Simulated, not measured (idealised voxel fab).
The name of this process module is voxel self aligned vias.
Cross-section cut spans 285 nm and uses square cells 5 nm in size.
Format of a cross-section: grid, square cells. Given as bands. Order: top down. Band: one or more rows of cells.
Read a band's entry like this: the first values are the height of its top and the height of its bottom in nm, and what follows is the sequence of materials from left to right, each with its width in nm. Note that "empty" is empty space, and that a single material marked "everywhere" reaches across the band from edge to edge.
The level at which height equals 0 is the one under which the wafer, as it arrives, is entirely one material. No lower edge exists for the bottom band, which continues downward and is notated as in "0 nm and below".
You'd read "30->40" like this: the band's top row of cells is as wide as the first number, its bottom row is as wide as the second, and going down, every row changes width by the same amount as the row before did.
When a step is marked "nothing changed", none of the cells in the cross-section changed during that step.
This entry, "Closed void entries", enumerates those empty regions of no fewer than 8 cells that possess no open connection to the top. Each region is reported in the form width x height at distance, the distance being taken from the left edge, with all three quantities expressed in nm.
That trailing text on a step's line, after the settings, is the simulator's own remark on the step.
overlay nm: on a step with a mask, how far right of its planned place the mask lay; negative means left.

Steps planned for the process
1. RECEIVE, material Si
2. CONFORMAL_DEP, material SiO2, thk nm 5
3. CONFORMAL_DEP, material SiCN, thk nm 5
4. DIRECTIONAL_DEP, material lowk, thk nm 20
5. DIRECTIONAL_DEP, material aC, thk nm 15
6. PATTERN, tone open, mask id LINES, material resist, width nm 25, pitch nm 55, thk nm 35, overlay nm 0
7. DIRECTIONAL_ETCH, etch materials aC, depth nm 15
8. STRIP, etch materials resist
9. DIRECTIONAL_ETCH, etch materials lowk, depth nm 20
10. STRIP, etch materials aC
11. CONFORMAL_DEP, material TiN, thk nm 5
12. FILL_DEP, material Ru, thk nm 10
13. CMP, height nm 35
14. SELECTIVE_ETCH, etch materials W Ru TiN, depth nm 10
15. FILL_DEP, material SiN, thk nm 10
16. CMP, height nm 35
17. DIRECTIONAL_DEP, material lowk, thk nm 15
18. DIRECTIONAL_DEP, material aC, thk nm 15
19. PATTERN, tone open, mask id VIAS, material resist, width nm 35, pitch nm 110, thk nm 35, overlay nm 0
20. DIRECTIONAL_ETCH, etch materials aC, depth nm 15
21. STRIP, etch materials resist
22. DIRECTIONAL_ETCH, etch materials lowk, depth nm 15
23. DIRECTIONAL_ETCH, etch materials SiN, depth nm 10
24. STRIP, etch materials aC
25. CONFORMAL_DEP, material TiN, thk nm 5
26. FILL_DEP, material W, thk nm 10
27. CMP, height nm 50
28. CONFORMAL_DEP, material SiN, thk nm 5
Same starting wafers, different thk nm at step 2. Plan value belongs to the first wafer.

Cross-section of the first of several wafers on receipt, reflecting completion of step 1
* 0 nm and below = Si everywhere
* Closed void entries: none

wafer rows; end of module; cells per material since receipt: (+) gained, (-) lost; then closed voids
thk nm 5 | +18 Ru | +57 SiCN | +105 SiN | +57 SiO2 | +57 TiN | +36 W | +297 lowk | Closed void entries: none
thk nm 10 | +9 Ru | +57 SiCN | +67 SiN | +114 SiO2 | +51 TiN | +32 W | +297 lowk | Closed void entries: none
thk nm 15 | +57 SiCN | +67 SiN | +171 SiO2 | +45 TiN | +32 W | +255 lowk | Closed void entries: none
thk nm 20 | +57 SiCN | +67 SiN | +228 SiO2 | +30 TiN | +32 W | +213 lowk | Closed void entries: none
thk nm 25 | +57 SiCN | +62 SiN | +285 SiO2 | +26 TiN | +26 W | +171 lowk | Closed void entries: none
